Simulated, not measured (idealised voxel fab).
process module | voxel spacer lines
cross-section cut | 230 nm wide | cells 5 nm
A cross-section is a grid of square cells, given in bands from the top down. A band is one or more rows of cells.
Each band's line starts with the height of the band's top and of its bottom, in nm. Then come its materials from left to right, each with its width in nm. One material with "throughout" fills the band from edge to edge. "air" is empty space.
Height 0 is the level under which the wafer as received is all one material. The lowest band goes on downwards, as in "0 down".
A width such as "30 to 40" changes by the same amount from each row of cells to the next, from the band's top row to its bottom row.
"no change" after a step means that no cell of the cross-section changed.
closed voids: empty space of 8 cells or more with no open way to the top, each as width x height at its distance from the left edge, in nm
after a step's settings: what the simulator itself notes on the step
overlay nm, on a step with a mask: how far to the right of its planned place the mask lay; to the left if negative
plan
1 op RECEIVE | material Si
2 op CONFORMAL_DEP | material Al2O3 | thk nm 5
3 op DIRECTIONAL_DEP | material SiN | thk nm 10
4 op DIRECTIONAL_DEP | material polySi | thk nm 25
5 op PATTERN | tone cover | mask id MANDREL | material resist | width nm 15 | pitch nm 60 | thk nm 35 | overlay nm 0
6 op DIRECTIONAL_ETCH | etch materials polySi | depth nm 25
7 op STRIP | etch materials resist
8 op CONFORMAL_DEP | material SiO2 | thk nm 15
9 op DIRECTIONAL_ETCH | etch materials SiO2 | depth nm 15
10 op STRIP | etch materials polySi
11 op DIRECTIONAL_ETCH | etch materials SiN | depth nm 10
12 op STRIP | etch materials SiO2
first wafer, as planned
as received, after step 1
  0 down: Si throughout
  closed voids: none
after step 2
  5 to 0: Al2O3 throughout
  below 0: unchanged
after step 3
  15 to 5: SiN throughout
  below 5: unchanged
after step 4
  40 to 15: polySi throughout
  below 15: unchanged
after step 5
  75 to 40: air 45 | resist 15 | air 45 | resist 15 | air 45 | resist 15 | air 50
  below 40: unchanged
after step 6
  75 to 40: air 45 | resist 15 | air 45 | resist 15 | air 45 | resist 15 | air 50
  40 to 15: air 45 | polySi 15 | air 45 | polySi 15 | air 45 | polySi 15 | air 50
  below 15: unchanged
after step 7
  40 to 15: air 45 | polySi 15 | air 45 | polySi 15 | air 45 | polySi 15 | air 50
  below 15: unchanged
after step 8
  55 to 40: air 30 | SiO2 45 | air 15 | SiO2 45 | air 15 | SiO2 45 | air 35
  40 to 30: air 30 | SiO2 15 | polySi 15 | SiO2 15 | air 15 | SiO2 15 | polySi 15 | SiO2 15 | air 15 | SiO2 15 | polySi 15 | SiO2 15 | air 35
  30 to 15: SiO2 45 | polySi 15 | SiO2 45 | polySi 15 | SiO2 45 | polySi 15 | SiO2 50
  below 15: unchanged
after step 9
  40 to 15: air 30 | SiO2 15 | polySi 15 | SiO2 15 | air 15 | SiO2 15 | polySi 15 | SiO2 15 | air 15 | SiO2 15 | polySi 15 | SiO2 15 | air 35
  below 15: unchanged
after step 10
  40 to 15: air 30 | SiO2 15 | air 15 | SiO2 15 | air 15 | SiO2 15 | air 15 | SiO2 15 | air 15 | SiO2 15 | air 15 | SiO2 15 | air 35
  below 15: unchanged
after step 11
  40 to 15: air 30 | SiO2 15 | air 15 | SiO2 15 | air 15 | SiO2 15 | air 15 | SiO2 15 | air 15 | SiO2 15 | air 15 | SiO2 15 | air 35
  15 to 5: air 30 | SiN 15 | air 15 | SiN 15 | air 15 | SiN 15 | air 15 | SiN 15 | air 15 | SiN 15 | air 15 | SiN 15 | air 35
  below 5: unchanged
after step 12
  15 to 5: air 30 | SiN 15 | air 15 | SiN 15 | air 15 | SiN 15 | air 15 | SiN 15 | air 15 | SiN 15 | air 15 | SiN 15 | air 35
  below 5: unchanged
second wafer: like start, like plan, one mistake. Through step 4 it matches the first wafer
when step 5 should have ended
  75 to 40: air 50 | resist 15 | air 45 | resist 15 | air 45 | resist 15 | air 45
  below 40: unchanged
when step 6 should have ended
  75 to 40: air 50 | resist 15 | air 45 | resist 15 | air 45 | resist 15 | air 45
  40 to 15: air 50 | polySi 15 | air 45 | polySi 15 | air 45 | polySi 15 | air 45
  below 15: unchanged
when step 7 should have ended
  40 to 15: air 50 | polySi 15 | air 45 | polySi 15 | air 45 | polySi 15 | air 45
  below 15: unchanged
when step 8 should have ended
  55 to 40: air 35 | SiO2 45 | air 15 | SiO2 45 | air 15 | SiO2 45 | air 30
  40 to 30: air 35 | SiO2 15 | polySi 15 | SiO2 15 | air 15 | SiO2 15 | polySi 15 | SiO2 15 | air 15 | SiO2 15 | polySi 15 | SiO2 15 | air 30
  30 to 15: SiO2 50 | polySi 15 | SiO2 45 | polySi 15 | SiO2 45 | polySi 15 | SiO2 45
  below 15: unchanged
when step 9 should have ended
  40 to 15: air 35 | SiO2 15 | polySi 15 | SiO2 15 | air 15 | SiO2 15 | polySi 15 | SiO2 15 | air 15 | SiO2 15 | polySi 15 | SiO2 15 | air 30
  below 15: unchanged
when step 10 should have ended
  40 to 15: air 35 | SiO2 15 | air 15 | SiO2 15 | air 15 | SiO2 15 | air 15 | SiO2 15 | air 15 | SiO2 15 | air 15 | SiO2 15 | air 30
  below 15: unchanged
when step 11 should have ended
  40 to 15: air 35 | SiO2 15 | air 15 | SiO2 15 | air 15 | SiO2 15 | air 15 | SiO2 15 | air 15 | SiO2 15 | air 15 | SiO2 15 | air 30
  15 to 5: air 35 | SiN 15 | air 15 | SiN 15 | air 15 | SiN 15 | air 15 | SiN 15 | air 15 | SiN 15 | air 15 | SiN 15 | air 30
  below 5: unchanged
when step 12 should have ended
  15 to 5: air 35 | SiN 15 | air 15 | SiN 15 | air 15 | SiN 15 | air 15 | SiN 15 | air 15 | SiN 15 | air 15 | SiN 15 | air 30
  below 5: unchanged
what went wrong: step 5 ran as: op PATTERN | tone cover | mask id MANDREL | material resist | width nm 15 | pitch nm 60 | thk nm 35 | overlay nm 5
at the end the second wafer has, in cells: as many of each material as the first, in other places
